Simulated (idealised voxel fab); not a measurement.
process module | voxel released beams
285 nm wide, 5 nm square cells: that's cross-section cut.
Cross-section format: a grid of square cells, given as bands from top to bottom; each band is one or more rows of cells.
The entry gives the band's vertical extent as a top height and a bottom height in nm, then its horizontal make-up as materials from left to right, each with a width in nm. "blank" stands for empty space; a single material marked "everywhere" fills the band edge to edge.
A quick word on heights: they are counted from 0, and under that level the wafer as it came to us is one material throughout. The lowest band is different from the rest in having no bottom; it simply continues downward, written as in "0 nm and below".
A width such as "30->40" changes by the same amount from each row of cells to the next, from the band's top row to its bottom row.
"no modification" after a step means that no cell of the cross-section changed.
"Cavities, closed" means: voids of 8 cells or more that are shut off from the top with no open way through. Written width x height at distance, distance from the left edge, in nm.
Note: text after step settings on the step line = simulator remark on that step.
The optional step-line setting "overlay nm" applies to steps with a mask and quantifies how far to the right of its planned location the mask lay, a negative value indicating leftward placement.

Below is the list of planned process steps
1: RECEIVE (material Si)
2: CONFORMAL_DEP (material Al2O3; thk nm 5)
3: DIRECTIONAL_DEP (material SiO2; thk nm 20)
4: MASKED_ETCH (tone open; mask id ANCHOR; width nm 35; etch materials SiO2; depth nm 20; overlay nm 0)
5: CONFORMAL_DEP (material polySi; thk nm 15)
6: MASKED_ETCH (tone cover; mask id BEAM; width nm 90; etch materials polySi; depth nm 15; overlay nm 0)
7: STRIP (etch materials SiO2)

The first of the two wafers, which ran as planned

So this is the incoming wafer in cross-section - it's already been through step 1
* 0 nm and below  Si everywhere
* Cavities, closed: none

Step 2 done - wafer cross-section
* 5 nm to 0 nm  Al2O3 everywhere
* Beneath the level 0, the cross-section is identical to its previous state.

Step 3 done - wafer cross-section
* 25 nm to 5 nm  SiO2 everywhere
* Beneath the level 5, the cross-section is identical to its previous state.

Step 4 done - wafer cross-section
* 25 nm to 5 nm  100 SiO2 / 35 blank / 150 SiO2
* Beneath the level 5, the cross-section is identical to its previous state.

Step 5 done - wafer cross-section
* 40 nm to 25 nm  115 polySi / 5 blank / 165 polySi
* 25 nm to 20 nm  100 SiO2 / 15 polySi / 5 blank / 15 polySi / 150 SiO2
* 20 nm to 5 nm  100 SiO2 / 35 polySi / 150 SiO2
* Beneath the level 5, the cross-section is identical to its previous state.

Step 6 done - wafer cross-section
* 40 nm to 25 nm  95 blank / 20 polySi / 5 blank / 65 polySi / 100 blank
* Beneath the level 25, the cross-section is identical to its previous state.

Step 7 done - wafer cross-section
* 40 nm to 25 nm  95 blank / 20 polySi / 5 blank / 65 polySi / 100 blank
* 25 nm to 20 nm  100 blank / 15 polySi / 5 blank / 15 polySi / 150 blank
* 20 nm to 5 nm  100 blank / 35 polySi / 150 blank
* Beneath the level 5, the cross-section is identical to its previous state.

For the second wafer, take the first wafer's start and plan, then add one mistake made in running it; everything through step 1, that step included, is shared with the first

Second wafer cross-section, taken as of the time the plan sets for step 2 to be done: no modification

Second wafer cross-section, taken as of the time the plan sets for step 3 to be done
* 20 nm to 0 nm  SiO2 everywhere
* Beneath the level 0, the cross-section is identical to its previous state.

Second wafer cross-section, taken as of the time the plan sets for step 4 to be done
* 20 nm to 0 nm  100 SiO2 / 35 blank / 150 SiO2
* Beneath the level 0, the cross-section is identical to its previous state.

Second wafer cross-section, taken as of the time the plan sets for step 5 to be done
* 35 nm to 20 nm  115 polySi / 5 blank / 165 polySi
* 20 nm to 15 nm  100 SiO2 / 15 polySi / 5 blank / 15 polySi / 150 SiO2
* 15 nm to 0 nm  100 SiO2 / 35 polySi / 150 SiO2
* Beneath the level 0, the cross-section is identical to its previous state.

Second wafer cross-section, taken as of the time the plan sets for step 6 to be done
* 35 nm to 20 nm  95 blank / 20 polySi / 5 blank / 65 polySi / 100 blank
* Beneath the level 20, the cross-section is identical to its previous state.

Second wafer cross-section, taken as of the time the plan sets for step 7 to be done
* 35 nm to 20 nm  95 blank / 20 polySi / 5 blank / 65 polySi / 100 blank
* 20 nm to 15 nm  100 blank / 15 polySi / 5 blank / 15 polySi / 150 blank
* 15 nm to 0 nm  100 blank / 35 polySi / 150 blank
* Beneath the level 0, the cross-section is identical to its previous state.
The mistake made against the process plan was this: not run: step 2 of the plan (skipped)
Per the end-of-run cell counts, the second wafer holds more or fewer of some materials than the first: Al2O3 -57
